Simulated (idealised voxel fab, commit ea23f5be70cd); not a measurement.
Name of the process module below: voxel lift off
It is cross-section cut that appears here, measuring 165 nm in width, its square cells being 5 nm in size.
The cross-sections in this document take the form of a grid made of square cells. They are written out as bands, in order from top to bottom. Each band consists of one or more rows of cells.
What a band's entry tells you: where the top is and where the bottom is, as heights in nm, and after that what lies inside, material by material from left to right, each with its width in nm. Empty space is written as the word "blank", and a single material marked with the word "all across" occupies the band from edge to edge.
Heads up on the height convention: 0 is the point under which the incoming wafer is all one material, and the lowest band has no bottom, it just keeps going down, like "0 nm and below".
Graded width ("30..40"): value in top row of band = first number; value in bottom row = second number; row-to-row change constant.
"nothing different" means the step left every cell of the cross-section as it was.
Enclosed voids (no open way to top), threshold 8 cells or more, entry "Enclosed void listing", notation width x height at distance, distance from left edge, nm.
Step line, after settings: the simulator's comment on this step.
For masked steps, "overlay nm" on the step line gives how far right of plan the mask actually lay; a minus sign means it lay to the left.

-- The following list gives the planned process steps
1) RECEIVE [material Si]
2) CONFORMAL_DEP [material SiO2] [thk nm 10]
3) PATTERN [tone open] [mask id LINES] [material resist] [width nm 15] [pitch nm 30] [thk nm 25] [overlay nm 0]
4) DIRECTIONAL_DEP [material Ru] [thk nm 15]
5) STRIP [etch materials resist]
6) CONFORMAL_DEP [material SiO2] [thk nm 5]

-- So this is the incoming wafer in cross-section - it's already been through step 1
* 0 nm and below = Si all across
* Enclosed void listing: none

-- Wafer at module end, in section. Began as above, planned as above, run with one mistake
* 30 nm to 25 nm = blank 20 nm, SiO2 25 nm, blank 5 nm, SiO2 25 nm, blank 5 nm, SiO2 25 nm, blank 5 nm, SiO2 25 nm, blank 30 nm
* 25 nm to 15 nm = blank 20 nm, SiO2 5 nm, Ru 15 nm, SiO2 5 nm, blank 5 nm, SiO2 5 nm, Ru 15 nm, SiO2 5 nm, blank 5 nm, SiO2 5 nm, Ru 15 nm, SiO2 5 nm, blank 5 nm, SiO2 5 nm, Ru 15 nm, SiO2 5 nm, blank 30 nm
* 15 nm to 10 nm = SiO2 25 nm, Ru 15 nm, SiO2 15 nm, Ru 15 nm, SiO2 15 nm, Ru 15 nm, SiO2 15 nm, Ru 15 nm, SiO2 35 nm
* 10 nm to 0 nm = SiO2 all across
* 0 nm and below = Si all across
* Enclosed void listing: none
Nonconformance to the process plan: step 3 was processed under conditions differing from the plan, specifically as PATTERN [tone open] [mask id LINES] [material resist] [width nm 15] [pitch nm 30] [thk nm 25] [overlay nm -5]
